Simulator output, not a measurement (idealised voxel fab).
process module | voxel self aligned contacts
cross-section cut | 210 nm wide | cells 5 nm
A cross-section is a grid of square cells, given in bands from the top down. A band is one or more rows of cells.
Each band's line starts with the height of the band's top and of its bottom, in nm. Then come its materials from left to right, each with its width in nm. One material with "throughout" fills the band from edge to edge. "air" is empty space.
Height 0 is the level under which the wafer as received is all one material. The lowest band goes on downwards, as in "0 down".
A width such as "30 to 40" changes by the same amount from each row of cells to the next, from the band's top row to its bottom row.
"no change" after a step means that no cell of the cross-section changed.
closed voids: empty space of 8 cells or more with no open way to the top, each as width x height at its distance from the left edge, in nm
after a step's settings: what the simulator itself notes on the step
overlay nm, on a step with a mask: how far to the right of its planned place the mask lay; to the left if negative
plan
1 op RECEIVE | material Si
2 op OXIDIZE | depth nm 5
3 op DIRECTIONAL_DEP | material polySi | thk nm 30
4 op DIRECTIONAL_DEP | material SiN | thk nm 15
5 op DIRECTIONAL_DEP | material aC | thk nm 10
6 op PATTERN | tone cover | mask id GATE | material resist | width nm 25 | pitch nm 55 | thk nm 25 | overlay nm 0
7 op DIRECTIONAL_ETCH | etch materials aC | depth nm 10
8 op STRIP | etch materials resist
9 op DIRECTIONAL_ETCH | etch materials SiN | depth nm 15
10 op DIRECTIONAL_ETCH | etch materials polySi | depth nm 30
11 op STRIP | etch materials aC
12 op CONFORMAL_DEP | material SiN | thk nm 5
13 op DIRECTIONAL_ETCH | etch materials SiN | depth nm 5
14 op FILL_DEP | material SiO2 | thk nm 15
15 op CMP | height nm 55
16 op PATTERN | tone open | mask id CONTACT | material resist | width nm 40 | pitch nm 55 | thk nm 20 | overlay nm 0
17 op DIRECTIONAL_ETCH | etch materials SiO2 | depth nm 60
18 op STRIP | etch materials resist
19 op CONFORMAL_DEP | material TiN | thk nm 5
20 op FILL_DEP | material Ru | thk nm 10
21 op CMP | height nm 55
22 op CONFORMAL_DEP | material SiN | thk nm 5
as received, after step 1
  0 down: Si throughout
  closed voids: none
a wafer at the end: this start, this plan, one mistake
  60 to 55: SiN throughout
  55 to 45: SiO2 55 | TiN 5 to 15 | Ru 30 to 10 | TiN 5 to 15 | SiO2 15 | TiN 5 to 15 | Ru 30 to 10 | TiN 5 to 15 | SiO2 60
  45 to 30: SiO2 30 | SiN 35 | TiN 5 | Ru 10 | TiN 5 | SiN 35 | TiN 5 | Ru 10 | TiN 5 | SiN 35 | SiO2 35
  30 to 10: SiO2 30 | SiN 5 | polySi 25 | SiN 5 | TiN 5 | Ru 10 | TiN 5 | SiN 5 | polySi 25 | SiN 5 | TiN 5 | Ru 10 | TiN 5 | SiN 5 | polySi 25 | SiN 5 | SiO2 35
  10 to 5: SiO2 30 | SiN 5 | polySi 25 | SiN 5 | TiN 20 | SiN 5 | polySi 25 | SiN 5 | TiN 20 | SiN 5 | polySi 25 | SiN 5 | SiO2 35
  5 to 0: polySi throughout
  0 to -5: SiO2 throughout
  -5 down: Si throughout
  closed voids: none
what went wrong: step 10 ran as: op DIRECTIONAL_ETCH | etch materials polySi | depth nm 25
